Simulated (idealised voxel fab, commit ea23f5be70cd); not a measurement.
The following is a process module called voxel transistor to metal.
This is section cut - it's 165 nm across, gridded in 5 nm square cells.
Cross-section layout: square cells on a grid; listed as bands, top to bottom; a band spans one or more cell rows.
Band entry format. Leading values: height of top, height of bottom, nm. Remainder: materials in left-to-right order, each with its width in nm. Special words: "throughout" on a single material, which then fills the band edge to edge; "empty", empty space.
Height is counted from the level 0, under which the received wafer is composed throughout of one material. The lowest of the bands is not closed at the bottom but continues downward, in the notation "0 and below".
Width spec "30 to 40" -> top row of cells at first value, bottom row at second value, equal per-row change in between.
"no modification" after a step means that no cell of the cross-section changed.
In "Enclosed empty spaces" the enclosed voids are listed, meaning empty spaces of 8 cells or larger without any opening to the top. The form is width x height at distance, distance from the left edge, units nm.
Anything after a step's settings on that line? It's the simulator's own note about the step.
overlay nm: mask right of planned place by this much (step with mask). Neg. = left.
Before/after cross-section pairs, one process step each; after shown to lowest changed band; step and settings beneath. Pairs may be from different runs of this module on the same starting wafer; a pair continues from the one above only where its "Before the process" entry says so.
**Before the process**
    0 and below | Si throughout
    Enclosed empty spaces: none
**As Processed**
    5 down to 0 | SiO2 throughout
    Anything lower than 0 is untouched.
    Enclosed empty spaces: none
Process step (between the before and after cross-sections above): CONFORMAL_DEP, material SiO2, thk nm 5
Before the process: starting point is the after cross-section of the pair just above.
**As Processed**
    20 down to 5 | SiN throughout
    Anything lower than 5 is untouched.
    Enclosed empty spaces: none
Process step (between the before and after cross-sections above): CONFORMAL_DEP, material SiN, thk nm 15
Before the process: starting point is the after cross-section of the pair just above.
**As Processed**
    35 down to 20 | 35 nm empty  95 nm resist  35 nm empty
    Anything lower than 20 is untouched.
    Enclosed empty spaces: none
Process step (between the before and after cross-sections above): PATTERN, tone cover, mask id ACTIVE, material resist, width nm 95, thk nm 15, overlay nm 0
Before the process: starting point is the after cross-section of the pair just above.
**As Processed**
    35 down to 20 | 35 nm empty  95 nm resist  35 nm empty
    20 down to 5 | 35 nm empty  95 nm SiN  35 nm empty
    Anything lower than 5 is untouched.
    Enclosed empty spaces: none
Process step (between the before and after cross-sections above): DIRECTIONAL_ETCH, etch materials SiN, depth nm 15
Before the process: starting point is the after cross-section of the pair just above.
**As Processed**
    35 down to 20 | 35 nm empty  95 nm resist  35 nm empty
    20 down to 5 | 35 nm empty  95 nm SiN  35 nm empty
    5 down to 0 | 35 nm empty  95 nm SiO2  35 nm empty
    Anything lower than 0 is untouched.
    Enclosed empty spaces: none
Process step (between the before and after cross-sections above): DIRECTIONAL_ETCH, etch materials SiO2, depth nm 5
Before the process: starting point is the after cross-section of the pair just above.
**As Processed**
    35 down to 20 | 35 nm empty  95 nm resist  35 nm empty
    20 down to 5 | 35 nm empty  95 nm SiN  35 nm empty
    5 down to 0 | 35 nm empty  95 nm SiO2  35 nm empty
    0 down to -35 | 35 nm empty  95 nm Si  35 nm empty
    Anything lower than -35 is untouched.
    Enclosed empty spaces: none
Process step (between the before and after cross-sections above): DIRECTIONAL_ETCH, etch materials Si, depth nm 35
Before the process: starting point is the after cross-section of the pair just above.
**As Processed**
    20 down to 5 | 35 nm empty  95 nm SiN  35 nm empty
    Anything lower than 5 is untouched.
    Enclosed empty spaces: none
Process step (between the before and after cross-sections above): STRIP, etch materials resist
Before the process: starting point is the after cross-section of the pair just above.
**As Processed**
    35 down to 20 | SiO2 throughout
    20 down to 5 | 35 nm SiO2  95 nm SiN  35 nm SiO2
    5 down to 0 | SiO2 throughout
    0 down to -35 | 35 nm SiO2  95 nm Si  35 nm SiO2
    Anything lower than -35 is untouched.
    Enclosed empty spaces: none
Process step (between the before and after cross-sections above): FILL_DEP, material SiO2, thk nm 15
Before the process: starting point is the after cross-section of the pair just above.
**As Processed**
    20 down to 5 | 35 nm SiO2  95 nm SiN  35 nm SiO2
    Anything lower than 5 is untouched.
    Enclosed empty spaces: none
Process step (between the before and after cross-sections above): CMP, height nm 20
Before the process: starting point is the after cross-section of the pair just above.
**As Processed**
    20 down to 10 | 35 nm empty  95 nm SiN  35 nm empty
    Anything lower than 10 is untouched.
    Enclosed empty spaces: none
Process step (between the before and after cross-sections above): SELECTIVE_ETCH, etch materials SiO2, depth nm 10
Before the process: starting point is the after cross-section of the pair just above.
**As Processed**
    10 down to 5 | 35 nm SiO2  95 nm empty  35 nm SiO2
    Anything lower than 5 is untouched.
    Enclosed empty spaces: none
Process step (between the before and after cross-sections above): STRIP, etch materials SiN
Before the process: starting point is the after cross-section of the pair just above.
**As Processed**
    5 down to 0 | 30 nm SiO2  105 nm empty  30 nm SiO2
    Anything lower than 0 is untouched.
    Enclosed empty spaces: none
Process step (between the before and after cross-sections above): SELECTIVE_ETCH, etch materials SiO2, depth nm 5
Before the process: starting point is the after cross-section of the pair just above.
**As Processed**
    5 down to 0 | 30 nm SiO2  105 nm empty  30 nm SiO2
    0 down to -5 | SiO2 throughout
    Anything lower than -5 is untouched.
    Enclosed empty spaces: none
Process step (between the before and after cross-sections above): OXIDIZE, depth nm 5
Before the process: starting point is the after cross-section of the pair just above.
**As Processed**
    30 down to 25 | 30 nm polySi  105 nm empty  30 nm polySi
    25 down to 5 | polySi throughout
    5 down to 0 | 30 nm SiO2  105 nm polySi  30 nm SiO2
    Anything lower than 0 is untouched.
    Enclosed empty spaces: none
Process step (between the before and after cross-sections above): DIRECTIONAL_DEP, material polySi, thk nm 25
Before the process: starting point is the after cross-section of the pair just above.
**As Processed**
    40 down to 35 | 30 nm SiCN  105 nm empty  30 nm SiCN
    35 down to 30 | SiCN throughout
    30 down to 25 | 30 nm polySi  105 nm SiCN  30 nm polySi
    Anything lower than 25 is untouched.
    Enclosed empty spaces: none
Process step (between the before and after cross-sections above): DIRECTIONAL_DEP, material SiCN, thk nm 10
Before the process: starting point is the after cross-section of the pair just above.
**As Processed**
    55 down to 50 | 30 nm aC  105 nm empty  30 nm aC
    50 down to 40 | aC throughout
    40 down to 35 | 30 nm SiCN  105 nm aC  30 nm SiCN
    Anything lower than 35 is untouched.
    Enclosed empty spaces: none
Process step (between the before and after cross-sections above): DIRECTIONAL_DEP, material aC, thk nm 15
Before the process: starting point is the after cross-section of the pair just above.
**As Processed**
    85 down to 55 | 75 nm empty  15 nm resist  75 nm empty
    55 down to 50 | 30 nm aC  45 nm empty  15 nm resist  45 nm empty  30 nm aC
    Anything lower than 50 is untouched.
    Enclosed empty spaces: none
Process step (between the before and after cross-sections above): PATTERN, tone cover, mask id GATE, material resist, width nm 15, thk nm 30, overlay nm 0
Before the process: starting point is the after cross-section of the pair just above.
**As Processed**
    70 down to 50 | 75 nm empty  15 nm resist  75 nm empty
    50 down to 40 | 75 nm empty  15 nm aC  75 nm empty
    40 down to 35 | 30 nm SiCN  45 nm empty  15 nm aC  45 nm empty  30 nm SiCN
    Anything lower than 35 is untouched.
    Enclosed empty spaces: none
Process step (between the before and after cross-sections above): DIRECTIONAL_ETCH, etch materials aC, depth nm 15
Before the process: starting point is the after cross-section of the pair just above.
**As Processed**
    50 down to 40 | 75 nm empty  15 nm aC  75 nm empty
    Anything lower than 40 is untouched.
    Enclosed empty spaces: none
Process step (between the before and after cross-sections above): STRIP, etch materials resist
Before the process: starting point is the after cross-section of the pair just above.
**As Processed**
    50 down to 35 | 75 nm empty  15 nm aC  75 nm empty
    35 down to 30 | 75 nm empty  15 nm SiCN  75 nm empty
    30 down to 25 | 30 nm polySi  45 nm empty  15 nm SiCN  45 nm empty  30 nm polySi
    Anything lower than 25 is untouched.
    Enclosed empty spaces: none
Process step (between the before and after cross-sections above): DIRECTIONAL_ETCH, etch materials SiCN, depth nm 20
Before the process: starting point is the after cross-section of the pair just above.
**As Processed**
    50 down to 35 | 75 nm empty  15 nm aC  75 nm empty
    35 down to 25 | 75 nm empty  15 nm SiCN  75 nm empty
    25 down to 5 | 75 nm empty  15 nm polySi  75 nm empty
    5 down to 0 | 30 nm SiO2  45 nm empty  15 nm polySi  45 nm empty  30 nm SiO2
    Anything lower than 0 is untouched.
    Enclosed empty spaces: none
Process step (between the before and after cross-sections above): DIRECTIONAL_ETCH, etch materials polySi, depth nm 35
Before the process: starting point is the after cross-section of the pair just above.
**As Processed**
    35 down to 25 | 75 nm empty  15 nm SiCN  75 nm empty
    Anything lower than 25 is untouched.
    Enclosed empty spaces: none
Process step (between the before and after cross-sections above): STRIP, etch materials aC
Before the process: starting point is the after cross-section of the pair just above.
**As Processed**
    45 down to 35 | 65 nm empty  35 nm SiN  65 nm empty
    35 down to 25 | 65 nm empty  10 nm SiN  15 nm SiCN  10 nm SiN  65 nm empty
    25 down to 15 | 65 nm empty  10 nm SiN  15 nm polySi  10 nm SiN  65 nm empty
    15 down to 10 | 40 nm SiN  25 nm empty  10 nm SiN  15 nm polySi  10 nm SiN  25 nm empty  40 nm SiN
    10 down to 5 | 75 nm SiN  15 nm polySi  75 nm SiN
    5 down to 0 | 30 nm SiO2  45 nm SiN  15 nm polySi  45 nm SiN  30 nm SiO2
    Anything lower than 0 is untouched.
    Enclosed empty spaces: none
Process step (between the before and after cross-sections above): CONFORMAL_DEP, material SiN, thk nm 10
Before the process: starting point is the after cross-section of the pair just above.
**As Processed**
    35 down to 25 | 65 nm empty  10 nm SiN  15 nm SiCN  10 nm SiN  65 nm empty
    25 down to 5 | 65 nm empty  10 nm SiN  15 nm polySi  10 nm SiN  65 nm empty
    5 down to 0 | 30 nm SiO2  10 nm SiN  25 nm empty  10 nm SiN  15 nm polySi  10 nm SiN  25 nm empty  10 nm SiN  30 nm SiO2
    Anything lower than 0 is untouched.
    Enclosed empty spaces: none
Process step (between the before and after cross-sections above): DIRECTIONAL_ETCH, etch materials SiN, depth nm 10
Before the process: starting point is the after cross-section of the pair just above.
**As Processed**
    35 down to 25 | 65 nm empty  10 nm SiN  15 nm SiCN  10 nm SiN  65 nm empty
    25 down to 5 | 65 nm empty  10 nm SiN  15 nm polySi  10 nm SiN  65 nm empty
    5 down to 0 | 30 nm empty  10 nm SiN  25 nm empty  10 nm SiN  15 nm polySi  10 nm SiN  25 nm empty  10 nm SiN  30 nm empty
    0 down to -5 | 40 nm SiO2  25 nm empty  35 nm SiO2  25 nm empty  40 nm SiO2
    Anything lower than -5 is untouched.
    Enclosed empty spaces: none
Process step (between the before and after cross-sections above): DIRECTIONAL_ETCH, etch materials SiO2, depth nm 5
Before the process: starting point is the after cross-section of the pair just above.
**As Processed**
    35 down to 25 | 65 nm empty  10 nm SiN  15 nm SiCN  10 nm SiN  65 nm empty
    25 down to 5 | 65 nm empty  10 nm SiN  15 nm polySi  10 nm SiN  65 nm empty
    5 down to 0 | 30 nm empty  10 nm SiN  25 nm empty  10 nm SiN  15 nm polySi  10 nm SiN  25 nm empty  10 nm SiN  30 nm empty
    0 down to -5 | 40 nm SiO2  25 nm empty  35 nm SiO2  25 nm empty  40 nm SiO2
    -5 down to -20 | 35 nm SiO2  5 nm Si  25 nm empty  35 nm Si  25 nm empty  5 nm Si  35 nm SiO2
    Anything lower than -20 is untouched.
    Enclosed empty spaces: none
Process step (between the before and after cross-sections above): DIRECTIONAL_ETCH, etch materials Si, depth nm 15
Before the process: starting point is the after cross-section of the pair just above.
**As Processed**
    35 down to 25 | 65 nm empty  10 nm SiN  15 nm SiCN  10 nm SiN  65 nm empty
    25 down to 15 | 65 nm empty  10 nm SiN  15 nm polySi  10 nm SiN  65 nm empty
    15 down to 5 | 30 nm empty  35 nm pSi  10 nm SiN  15 nm polySi  10 nm SiN  35 nm pSi  30 nm empty
    5 down to 0 | 30 nm empty  10 nm SiN  25 nm pSi  10 nm SiN  15 nm polySi  10 nm SiN  25 nm pSi  10 nm SiN  30 nm empty
    0 down to -5 | 40 nm SiO2  25 nm pSi  35 nm SiO2  25 nm pSi  40 nm SiO2
    -5 down to -20 | 35 nm SiO2  5 nm Si  25 nm pSi  35 nm Si  25 nm pSi  5 nm Si  35 nm SiO2
    Anything lower than -20 is untouched.
    Enclosed empty spaces: none
Process step (between the before and after cross-sections above): EPI, material pSi, thk nm 20
Before the process: starting point is the after cross-section of the pair just above.
**As Processed**
    40 down to 35 | SiO2 throughout
    35 down to 25 | 65 nm SiO2  10 nm SiN  15 nm SiCN  10 nm SiN  65 nm SiO2
    25 down to 15 | 65 nm SiO2  10 nm SiN  15 nm polySi  10 nm SiN  65 nm SiO2
    15 down to 5 | 30 nm SiO2  35 nm pSi  10 nm SiN  15 nm polySi  10 nm SiN  35 nm pSi  30 nm SiO2
    5 down to 0 | 30 nm SiO2  10 nm SiN  25 nm pSi  10 nm SiN  15 nm polySi  10 nm SiN  25 nm pSi  10 nm SiN  30 nm SiO2
    Anything lower than 0 is untouched.
    Enclosed empty spaces: none
Process step (between the before and after cross-sections above): FILL_DEP, material SiO2, thk nm 5
Before the process: starting point is the after cross-section of the pair just above.
**As Processed**
    35 down to 25 | 65 nm SiO2  10 nm SiN  15 nm SiCN  10 nm SiN  65 nm SiO2
    Anything lower than 25 is untouched.
    Enclosed empty spaces: none
Process step (between the before and after cross-sections above): CMP, height nm 35
Before the process: starting point is the after cross-section of the pair just above.
**As Processed**
    50 down to 35 | SiO2 throughout
    Anything lower than 35 is untouched.
    Enclosed empty spaces: none
Process step (between the before and after cross-sections above): DIRECTIONAL_DEP, material SiO2, thk nm 15
Before the process: starting point is the after cross-section of the pair just above.
**As Processed**
    65 down to 50 | 40 nm resist  30 nm empty  25 nm resist  30 nm empty  40 nm resist
    Anything lower than 50 is untouched.
    Enclosed empty spaces: none
Process step (between the before and after cross-sections above): PATTERN, tone open, mask id CONTACT, material resist, width nm 30, pitch nm 55, thk nm 15, overlay nm 0
Before the process: starting point is the after cross-section of the pair just above.
**As Processed**
    65 down to 50 | 40 nm resist  30 nm empty  25 nm resist  30 nm empty  40 nm resist
    50 down to 35 | 40 nm SiO2  30 nm empty  25 nm SiO2  30 nm empty  40 nm SiO2
    35 down to 25 | 40 nm SiO2  25 nm empty  10 nm SiN  15 nm SiCN  10 nm SiN  25 nm empty  40 nm SiO2
    25 down to 15 | 40 nm SiO2  25 nm empty  10 nm SiN  15 nm polySi  10 nm SiN  25 nm empty  40 nm SiO2
    Anything lower than 15 is untouched.
    Enclosed empty spaces: none
Process step (between the before and after cross-sections above): DIRECTIONAL_ETCH, etch materials SiO2, depth nm 35
Before the process: starting point is the after cross-section of the pair just above.
**As Processed**
    50 down to 35 | 40 nm SiO2  30 nm empty  25 nm SiO2  30 nm empty  40 nm SiO2
    Anything lower than 35 is untouched.
    Enclosed empty spaces: none
Process step (between the before and after cross-sections above): STRIP, etch materials resist
Before the process: starting point is the after cross-section of the pair just above.
**As Processed**
    55 down to 50 | 45 nm TiN  20 nm empty  35 nm TiN  20 nm empty  45 nm TiN
    50 down to 40 | 40 nm SiO2  5 nm TiN  20 nm empty  5 nm TiN  25 nm SiO2  5 nm TiN  20 nm empty  5 nm TiN  40 nm SiO2
    40 down to 35 | 40 nm SiO2  5 nm TiN  15 nm empty  10 nm TiN  25 nm SiO2  10 nm TiN  15 nm empty  5 nm TiN  40 nm SiO2
    35 down to 25 | 40 nm SiO2  5 nm TiN  15 nm empty  5 nm TiN  10 nm SiN  15 nm SiCN  10 nm SiN  5 nm TiN  15 nm empty  5 nm TiN  40 nm SiO2
    25 down to 20 | 40 nm SiO2  5 nm TiN  15 nm empty  5 nm TiN  10 nm SiN  15 nm polySi  10 nm SiN  5 nm TiN  15 nm empty  5 nm TiN  40 nm SiO2
    20 down to 15 | 40 nm SiO2  25 nm TiN  10 nm SiN  15 nm polySi  10 nm SiN  25 nm TiN  40 nm SiO2
    Anything lower than 15 is untouched.
    Enclosed empty spaces: none
Process step (between the before and after cross-sections above): CONFORMAL_DEP, material TiN, thk nm 5
Before the process: starting point is the after cross-section of the pair just above.
**As Processed**
    65 down to 55 | W throughout
    55 down to 50 | 45 nm TiN  20 nm W  35 nm TiN  20 nm W  45 nm TiN
    50 down to 40 | 40 nm SiO2  5 nm TiN  20 nm W  5 nm TiN  25 nm SiO2  5 nm TiN  20 nm W  5 nm TiN  40 nm SiO2
    40 down to 35 | 40 nm SiO2  5 nm TiN  15 nm W  10 nm TiN  25 nm SiO2  10 nm TiN  15 nm W  5 nm TiN  40 nm SiO2
    35 down to 25 | 40 nm SiO2  5 nm TiN  15 nm W  5 nm TiN  10 nm SiN  15 nm SiCN  10 nm SiN  5 nm TiN  15 nm W  5 nm TiN  40 nm SiO2
    25 down to 20 | 40 nm SiO2  5 nm TiN  15 nm W  5 nm TiN  10 nm SiN  15 nm polySi  10 nm SiN  5 nm TiN  15 nm W  5 nm TiN  40 nm SiO2
    Anything lower than 20 is untouched.
    Enclosed empty spaces: none
Process step (between the before and after cross-sections above): FILL_DEP, material W, thk nm 10
Before the process: starting point is the after cross-section of the pair just above.
**As Processed**
    50 down to 40 | 40 nm SiO2  5 nm TiN  20 nm W  5 nm TiN  25 nm SiO2  5 nm TiN  20 nm W  5 nm TiN  40 nm SiO2
    Anything lower than 40 is untouched.
    Enclosed empty spaces: none
Process step (between the before and after cross-sections above): CMP, height nm 50
Before the process: starting point is the after cross-section of the pair just above.
**As Processed**
    55 down to 50 | SiCN throughout
    Anything lower than 50 is untouched.
    Enclosed empty spaces: none
Process step (between the before and after cross-sections above): CONFORMAL_DEP, material SiCN, thk nm 5
Before the process: starting point is the after cross-section of the pair just above.
**As Processed**
    80 down to 55 | SiO2 throughout
    Anything lower than 55 is untouched.
    Enclosed empty spaces: none
Process step (between the before and after cross-sections above): DIRECTIONAL_DEP, material SiO2, thk nm 25
Before the process: starting point is the after cross-section of the pair just above.
**As Processed**
    90 down to 80 | aC throughout
    Anything lower than 80 is untouched.
    Enclosed empty spaces: none
Process step (between the before and after cross-sections above): DIRECTIONAL_DEP, material aC, thk nm 10
Before the process: starting point is the after cross-section of the pair just above.
**As Processed**
    115 down to 90 | 40 nm resist  20 nm empty  45 nm resist  20 nm empty  40 nm resist
    Anything lower than 90 is untouched.
    Enclosed empty spaces: none
Process step (between the before and after cross-sections above): PATTERN, tone open, mask id METAL_1, material resist, width nm 20, pitch nm 65, thk nm 25, overlay nm 0
Before the process: starting point is the after cross-section of the pair just above.
**As Processed**
    105 down to 90 | 40 nm resist  20 nm empty  45 nm resist  20 nm empty  40 nm resist
    90 down to 80 | 40 nm aC  20 nm empty  45 nm aC  20 nm empty  40 nm aC
    Anything lower than 80 is untouched.
    Enclosed empty spaces: none
Process step (between the before and after cross-sections above): DIRECTIONAL_ETCH, etch materials aC, depth nm 10
Before the process: starting point is the after cross-section of the pair just above.
**As Processed**
    90 down to 80 | 40 nm aC  20 nm empty  45 nm aC  20 nm empty  40 nm aC
    Anything lower than 80 is untouched.
    Enclosed empty spaces: none
Process step (between the before and after cross-sections above): STRIP, etch materials resist
Before the process: starting point is the after cross-section of the pair just above.
**As Processed**
    90 down to 80 | 40 nm aC  20 nm empty  45 nm aC  20 nm empty  40 nm aC
    80 down to 55 | 40 nm SiO2  20 nm empty  45 nm SiO2  20 nm empty  40 nm SiO2
    Anything lower than 55 is untouched.
    Enclosed empty spaces: none
Process step (between the before and after cross-sections above): DIRECTIONAL_ETCH, etch materials SiO2, depth nm 25
Before the process: starting point is the after cross-section of the pair just above.
**As Processed**
    90 down to 80 | 40 nm aC  20 nm empty  45 nm aC  20 nm empty  40 nm aC
    80 down to 55 | 40 nm SiO2  20 nm empty  45 nm SiO2  20 nm empty  40 nm SiO2
    55 down to 50 | 40 nm SiCN  20 nm empty  45 nm SiCN  20 nm empty  40 nm SiCN
    Anything lower than 50 is untouched.
    Enclosed empty spaces: none
Process step (between the before and after cross-sections above): DIRECTIONAL_ETCH, etch materials SiCN, depth nm 5
Before the process: starting point is the after cross-section of the pair just above.
**As Processed**
    80 down to 55 | 40 nm SiO2  20 nm empty  45 nm SiO2  20 nm empty  40 nm SiO2
    Anything lower than 55 is untouched.
    Enclosed empty spaces: none
Process step (between the before and after cross-sections above): STRIP, etch materials aC
Before the process: starting point is the after cross-section of the pair just above.
**As Processed**
    85 down to 80 | 45 nm TiN  10 nm empty  55 nm TiN  10 nm empty  45 nm TiN
    80 down to 55 | 40 nm SiO2  5 nm TiN  10 nm empty  5 nm TiN  45 nm SiO2  5 nm TiN  10 nm empty  5 nm TiN  40 nm SiO2
    55 down to 50 | 40 nm SiCN  20 nm TiN  45 nm SiCN  20 nm TiN  40 nm SiCN
    Anything lower than 50 is untouched.
    Enclosed empty spaces: none
Process step (between the before and after cross-sections above): CONFORMAL_DEP, material TiN, thk nm 5
Before the process: starting point is the after cross-section of the pair just above.
**As Processed**
    90 down to 85 | Cu throughout
    85 down to 80 | 45 nm TiN  10 nm Cu  55 nm TiN  10 nm Cu  45 nm TiN
    80 down to 55 | 40 nm SiO2  5 nm TiN  10 nm Cu  5 nm TiN  45 nm SiO2  5 nm TiN  10 nm Cu  5 nm TiN  40 nm SiO2
    Anything lower than 55 is untouched.
    Enclosed empty spaces: none
Process step (between the before and after cross-sections above): FILL_DEP, material Cu, thk nm 5
Before the process: starting point is the after cross-section of the pair just above.
**As Processed**
    80 down to 55 | 40 nm SiO2  5 nm TiN  10 nm Cu  5 nm TiN  45 nm SiO2  5 nm TiN  10 nm Cu  5 nm TiN  40 nm SiO2
    Anything lower than 55 is untouched.
    Enclosed empty spaces: none
Process step (between the before and after cross-sections above): CMP, height nm 80
Before the process: starting point is the after cross-section of the pair just above.
**As Processed**
    85 down to 80 | SiCN throughout
    Anything lower than 80 is untouched.
    Enclosed empty spaces: none
Process step (between the before and after cross-sections above): CONFORMAL_DEP, material SiCN, thk nm 5
Before the process: starting point is the after cross-section of the pair just above.
**As Processed**
    115 down to 85 | SiO2 throughout
    Anything lower than 85 is untouched.
    Enclosed empty spaces: none
Process step (between the before and after cross-sections above): DIRECTIONAL_DEP, material SiO2, thk nm 30
Before the process: starting point is the after cross-section of the pair just above.
**As Processed**
    130 down to 115 | aC throughout
    Anything lower than 115 is untouched.
    Enclosed empty spaces: none
Process step (between the before and after cross-sections above): DIRECTIONAL_DEP, material aC, thk nm 15
Before the process: starting point is the after cross-section of the pair just above.
**As Processed**
    165 down to 130 | 40 nm resist  20 nm empty  45 nm resist  20 nm empty  40 nm resist
    Anything lower than 130 is untouched.
    Enclosed empty spaces: none
Process step (between the before and after cross-sections above): PATTERN, tone open, mask id METAL_2, material resist, width nm 20, pitch nm 65, thk nm 35, overlay nm 0
Before the process: starting point is the after cross-section of the pair just above.
**As Processed**
    150 down to 130 | 40 nm resist  20 nm empty  45 nm resist  20 nm empty  40 nm resist
    130 down to 115 | 40 nm aC  20 nm empty  45 nm aC  20 nm empty  40 nm aC
    Anything lower than 115 is untouched.
    Enclosed empty spaces: none
Process step (between the before and after cross-sections above): DIRECTIONAL_ETCH, etch materials aC, depth nm 15
Before the process: starting point is the after cross-section of the pair just above.
**As Processed**
    130 down to 115 | 40 nm aC  20 nm empty  45 nm aC  20 nm empty  40 nm aC
    Anything lower than 115 is untouched.
    Enclosed empty spaces: none
Process step (between the before and after cross-sections above): STRIP, etch materials resist
Before the process: starting point is the after cross-section of the pair just above.
**As Processed**
    130 down to 115 | 40 nm aC  20 nm empty  45 nm aC  20 nm empty  40 nm aC
    115 down to 100 | 40 nm SiO2  20 nm empty  45 nm SiO2  20 nm empty  40 nm SiO2
    Anything lower than 100 is untouched.
    Enclosed empty spaces: none
Process step (between the before and after cross-sections above): DIRECTIONAL_ETCH, etch materials SiO2, depth nm 15
Before the process: starting point is the after cross-section of the pair just above.
**As Processed**
    115 down to 100 | 40 nm SiO2  20 nm empty  45 nm SiO2  20 nm empty  40 nm SiO2
    Anything lower than 100 is untouched.
    Enclosed empty spaces: none
Process step (between the before and after cross-sections above): STRIP, etch materials aC
Before the process: starting point is the after cross-section of the pair just above.
**As Processed**
    115 down to 100 | 40 nm SiO2  20 nm empty  45 nm SiO2  20 nm empty  40 nm SiO2
    100 down to 85 | 40 nm SiO2  15 nm empty  50 nm SiO2  15 nm empty  45 nm SiO2
    Anything lower than 85 is untouched.
    Enclosed empty spaces: none
Process step (between the before and after cross-sections above): MASKED_ETCH, tone open, mask id METAL_2_HOLES, width nm 15, pitch nm 65, etch materials SiO2, depth nm 15, overlay nm 0
Before the process: starting point is the after cross-section of the pair just above.
**As Processed**
    115 down to 100 | 40 nm SiO2  20 nm empty  45 nm SiO2  20 nm empty  40 nm SiO2
    100 down to 85 | 40 nm SiO2  15 nm empty  50 nm SiO2  15 nm empty  45 nm SiO2
    85 down to 80 | 40 nm SiCN  15 nm empty  50 nm SiCN  15 nm empty  45 nm SiCN
    Anything lower than 80 is untouched.
    Enclosed empty spaces: none
Process step (between the before and after cross-sections above): MASKED_ETCH, tone open, mask id METAL_2_HOLES, width nm 15, pitch nm 65, etch materials SiCN, depth nm 5, overlay nm 0
Before the process: starting point is the after cross-section of the pair just above.
**As Processed**
    120 down to 115 | 45 nm TiN  10 nm empty  55 nm TiN  10 nm empty  45 nm TiN
    115 down to 105 | 40 nm SiO2  5 nm TiN  10 nm empty  5 nm TiN  45 nm SiO2  5 nm TiN  10 nm empty  5 nm TiN  40 nm SiO2
    105 down to 100 | 40 nm SiO2  5 nm TiN  5 nm empty  10 nm TiN  45 nm SiO2  5 nm TiN  5 nm empty  10 nm TiN  40 nm SiO2
    100 down to 85 | 40 nm SiO2  5 nm TiN  5 nm empty  5 nm TiN  50 nm SiO2  5 nm TiN  5 nm empty  5 nm TiN  45 nm SiO2
    85 down to 80 | 40 nm SiCN  15 nm TiN  50 nm SiCN  15 nm TiN  45 nm SiCN
    Anything lower than 80 is untouched.
    Enclosed empty spaces: none
Process step (between the before and after cross-sections above): CONFORMAL_DEP, material TiN, thk nm 5
Before the process: starting point is the after cross-section of the pair just above.
**As Processed**
    125 down to 120 | Cu throughout
    120 down to 115 | 45 nm TiN  10 nm Cu  55 nm TiN  10 nm Cu  45 nm TiN
    115 down to 105 | 40 nm SiO2  5 nm TiN  10 nm Cu  5 nm TiN  45 nm SiO2  5 nm TiN  10 nm Cu  5 nm TiN  40 nm SiO2
    105 down to 100 | 40 nm SiO2  5 nm TiN  5 nm Cu  10 nm TiN  45 nm SiO2  5 nm TiN  5 nm Cu  10 nm TiN  40 nm SiO2
    100 down to 85 | 40 nm SiO2  5 nm TiN  5 nm Cu  5 nm TiN  50 nm SiO2  5 nm TiN  5 nm Cu  5 nm TiN  45 nm SiO2
    Anything lower than 85 is untouched.
    Enclosed empty spaces: none
Process step (between the before and after cross-sections above): FILL_DEP, material Cu, thk nm 5
Before the process: starting point is the after cross-section of the pair just above.
**As Processed**
    115 down to 105 | 40 nm SiO2  5 nm TiN  10 nm Cu  5 nm TiN  45 nm SiO2  5 nm TiN  10 nm Cu  5 nm TiN  40 nm SiO2
    Anything lower than 105 is untouched.
    Enclosed empty spaces: none
Process step (between the before and after cross-sections above): CMP, height nm 115
Before the process: starting point is the after cross-section of the pair just above.
**As Processed**
    120 down to 115 | SiN throughout
    Anything lower than 115 is untouched.
    Enclosed empty spaces: none
Process step (between the before and after cross-sections above): CONFORMAL_DEP, material SiN, thk nm 5
**Before the process**
    65 down to 55 | W throughout
    55 down to 50 | 45 nm TiN  20 nm W  35 nm TiN  20 nm W  45 nm TiN
    50 down to 40 | 40 nm SiO2  5 nm TiN  20 nm W  5 nm TiN  25 nm SiO2  5 nm TiN  20 nm W  5 nm TiN  40 nm SiO2
    40 down to 35 | 40 nm SiO2  5 nm TiN  15 nm W  10 nm TiN  25 nm SiO2  10 nm TiN  15 nm W  5 nm TiN  40 nm SiO2
    35 down to 25 | 40 nm SiO2  5 nm TiN  15 nm W  5 nm TiN  10 nm SiN  15 nm SiCN  10 nm SiN  5 nm TiN  15 nm W  5 nm TiN  40 nm SiO2
    25 down to 20 | 40 nm SiO2  5 nm TiN  15 nm W  5 nm TiN  10 nm SiN  15 nm polySi  10 nm SiN  5 nm TiN  15 nm W  5 nm TiN  40 nm SiO2
    20 down to 15 | 40 nm SiO2  25 nm TiN  10 nm SiN  15 nm polySi  10 nm SiN  25 nm TiN  40 nm SiO2
    15 down to 5 | 30 nm SiO2  35 nm pSi  10 nm SiN  15 nm polySi  10 nm SiN  35 nm pSi  30 nm SiO2
    5 down to 0 | 30 nm SiO2  10 nm SiN  25 nm pSi  10 nm SiN  15 nm polySi  10 nm SiN  25 nm pSi  10 nm SiN  30 nm SiO2
    0 down to -5 | 40 nm SiO2  25 nm pSi  35 nm SiO2  25 nm pSi  40 nm SiO2
    -5 down to -20 | 35 nm SiO2  5 nm Si  25 nm pSi  35 nm Si  25 nm pSi  5 nm Si  35 nm SiO2
    -20 down to -35 | 35 nm SiO2  95 nm Si  35 nm SiO2
    -35 and below | Si throughout
    Enclosed empty spaces: none
**As Processed**
    70 down to 65 | SiCN throughout
    Anything lower than 65 is untouched.
    Enclosed empty spaces: none
Process step (between the before and after cross-sections above): CONFORMAL_DEP, material SiCN, thk nm 5
Before the process: starting point is the after cross-section of the pair just above.
**As Processed**
    95 down to 70 | SiO2 throughout
    Anything lower than 70 is untouched.
    Enclosed empty spaces: none
Process step (between the before and after cross-sections above): DIRECTIONAL_DEP, material SiO2, thk nm 25
Before the process: starting point is the after cross-section of the pair just above.
**As Processed**
    105 down to 95 | aC throughout
    Anything lower than 95 is untouched.
    Enclosed empty spaces: none
Process step (between the before and after cross-sections above): DIRECTIONAL_DEP, material aC, thk nm 10
Before the process: starting point is the after cross-section of the pair just above.
**As Processed**
    130 down to 105 | 40 nm resist  20 nm empty  45 nm resist  20 nm empty  40 nm resist
    Anything lower than 105 is untouched.
    Enclosed empty spaces: none
Process step (between the before and after cross-sections above): PATTERN, tone open, mask id METAL_1, material resist, width nm 20, pitch nm 65, thk nm 25, overlay nm 0
Before the process: starting point is the after cross-section of the pair just above.
**As Processed**
    120 down to 105 | 40 nm resist  20 nm empty  45 nm resist  20 nm empty  40 nm resist
    105 down to 95 | 40 nm aC  20 nm empty  45 nm aC  20 nm empty  40 nm aC
    Anything lower than 95 is untouched.
    Enclosed empty spaces: none
Process step (between the before and after cross-sections above): DIRECTIONAL_ETCH, etch materials aC, depth nm 10
Before the process: starting point is the after cross-section of the pair just above.
**As Processed**
    105 down to 95 | 40 nm aC  20 nm empty  45 nm aC  20 nm empty  40 nm aC
    Anything lower than 95 is untouched.
    Enclosed empty spaces: none
Process step (between the before and after cross-sections above): STRIP, etch materials resist
